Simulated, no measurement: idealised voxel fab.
process module | voxel wiring stack
cross-section cut | 185 nm wide | cells 5 nm
A cross-section is a grid of square cells, given in bands from the top down. A band is one or more rows of cells.
Each band's line starts with the height of the band's top and of its bottom, in nm. Then come its materials from left to right, each with its width in nm. One material with "throughout" fills the band from edge to edge. "air" is empty space.
Height 0 is the level under which the wafer as received is all one material. The lowest band goes on downwards, as in "0 down".
A width such as "30 to 40" changes by the same amount from each row of cells to the next, from the band's top row to its bottom row.
"no change" after a step means that no cell of the cross-section changed.
closed voids: empty space of 8 cells or more with no open way to the top, each as width x height at its distance from the left edge, in nm
after a step's settings: what the simulator itself notes on the step
overlay nm, on a step with a mask: how far to the right of its planned place the mask lay; to the left if negative
plan
1 op RECEIVE | material Si
2 op CONFORMAL_DEP | material SiO2 | thk nm 15
3 op DIRECTIONAL_DEP | material TiN | thk nm 5
4 op DIRECTIONAL_DEP | material Ru | thk nm 25
5 op PATTERN | tone cover | mask id METAL_1 | material resist | width nm 30 | pitch nm 45 | thk nm 15 | overlay nm 0
6 op DIRECTIONAL_ETCH | etch materials Ru | depth nm 25
7 op DIRECTIONAL_ETCH | etch materials TiN | depth nm 5
8 op STRIP | etch materials resist
9 op CONFORMAL_DEP | material SiCN | thk nm 5
10 op FILL_DEP | material SiO2 | thk nm 5
11 op CMP | height nm 45
12 op CONFORMAL_DEP | material SiCN | thk nm 5
13 op DIRECTIONAL_DEP | material lowk | thk nm 10
14 op DIRECTIONAL_DEP | material aC | thk nm 15
15 op PATTERN | tone open | mask id PLUG_1 | material resist | width nm 15 | pitch nm 90 | thk nm 30 | overlay nm 0
16 op DIRECTIONAL_ETCH | etch materials aC | depth nm 15
17 op STRIP | etch materials resist
18 op DIRECTIONAL_ETCH | etch materials lowk | depth nm 10
19 op DIRECTIONAL_ETCH | etch materials SiCN | depth nm 5
20 op STRIP | etch materials aC
21 op EPI | material Ru | thk nm 10
22 op EPI | material Ru | thk nm 5
23 op CONFORMAL_DEP | material SiN | thk nm 5
24 op DIRECTIONAL_DEP | material lowk | thk nm 25
25 op MASKED_ETCH | tone open | mask id METAL_2 | width nm 30 | pitch nm 45 | etch materials lowk | depth nm 25 | overlay nm 0
26 op MASKED_ETCH | tone open | mask id METAL_2 | width nm 30 | pitch nm 45 | etch materials SiN | depth nm 5 | overlay nm 0
27 op CONFORMAL_DEP | material TiN | thk nm 5
28 op FILL_DEP | material Cu | thk nm 5
29 op CMP | height nm 90
30 op EPI | material Ru | thk nm 5
31 op FILL_DEP | material SiCN | thk nm 5
32 op DIRECTIONAL_DEP | material lowk | thk nm 25
33 op DIRECTIONAL_DEP | material aC | thk nm 15
34 op PATTERN | tone open | mask id METAL_3_HOLES | material resist | width nm 15 | pitch nm 45 | thk nm 35 | overlay nm 0
35 op DIRECTIONAL_ETCH | etch materials aC | depth nm 15
36 op STRIP | etch materials resist
37 op DIRECTIONAL_ETCH | etch materials lowk | depth nm 25
38 op STRIP | etch materials aC
39 op DIRECTIONAL_DEP | material aC | thk nm 10
40 op PATTERN | tone open | mask id METAL_3 | material resist | width nm 30 | pitch nm 45 | thk nm 30 | overlay nm 0
41 op DIRECTIONAL_ETCH | etch materials aC | depth nm 10
42 op STRIP | etch materials resist
43 op DIRECTIONAL_ETCH | etch materials lowk | depth nm 15
44 op DIRECTIONAL_ETCH | etch materials SiCN | depth nm 5
45 op STRIP | etch materials aC
46 op CONFORMAL_DEP | material TiN | thk nm 5
47 op FILL_DEP | material Cu | thk nm 10
48 op CMP | height nm 125
49 op CONFORMAL_DEP | material SiN | thk nm 5
as received, after step 1
  0 down: Si throughout
  closed voids: none
a wafer at the end: this start, this plan, one mistake
  130 to 125: SiN throughout
  125 to 120: SiCN 30 | TiN 30 | SiCN 15 | TiN 30 | SiCN 15 | TiN 30 | SiCN 35
  120 to 115: SiCN 25 | lowk 40 | SiCN 5 | lowk 40 | SiCN 5 | lowk 40 | SiCN 30
  115 to 95: lowk throughout
  95 to 90: lowk 25 | Ru 40 | lowk 5 | Ru 40 | lowk 5 | Ru 40 | lowk 30
  90 to 65: lowk 30 | TiN 5 | Cu 20 | TiN 5 | lowk 15 | TiN 5 | Cu 20 | TiN 5 | lowk 15 | TiN 5 | Cu 20 | TiN 5 | lowk 35
  65 to 60: SiN 30 | TiN 30 | SiN 15 | TiN 30 | SiN 15 | TiN 30 | SiN 35
  60 to 50: lowk 30 | Ru 15 | lowk 75 | Ru 15 | lowk 50
  50 to 45: SiCN 30 | Ru 15 | SiCN 75 | Ru 15 | SiCN 50
  45 to 20: SiO2 25 | SiCN 5 | Ru 30 | SiCN 5 | SiO2 5 | SiCN 5 | Ru 30 | SiCN 5 | SiO2 5 | SiCN 5 | Ru 30 | SiCN 5 | SiO2 30
  20 to 15: SiCN 30 | TiN 30 | SiCN 15 | TiN 30 | SiCN 15 | TiN 30 | SiCN 35
  15 to 0: SiO2 throughout
  0 down: Si throughout
  closed voids: none
what went wrong: steps 31 and 32 were swapped
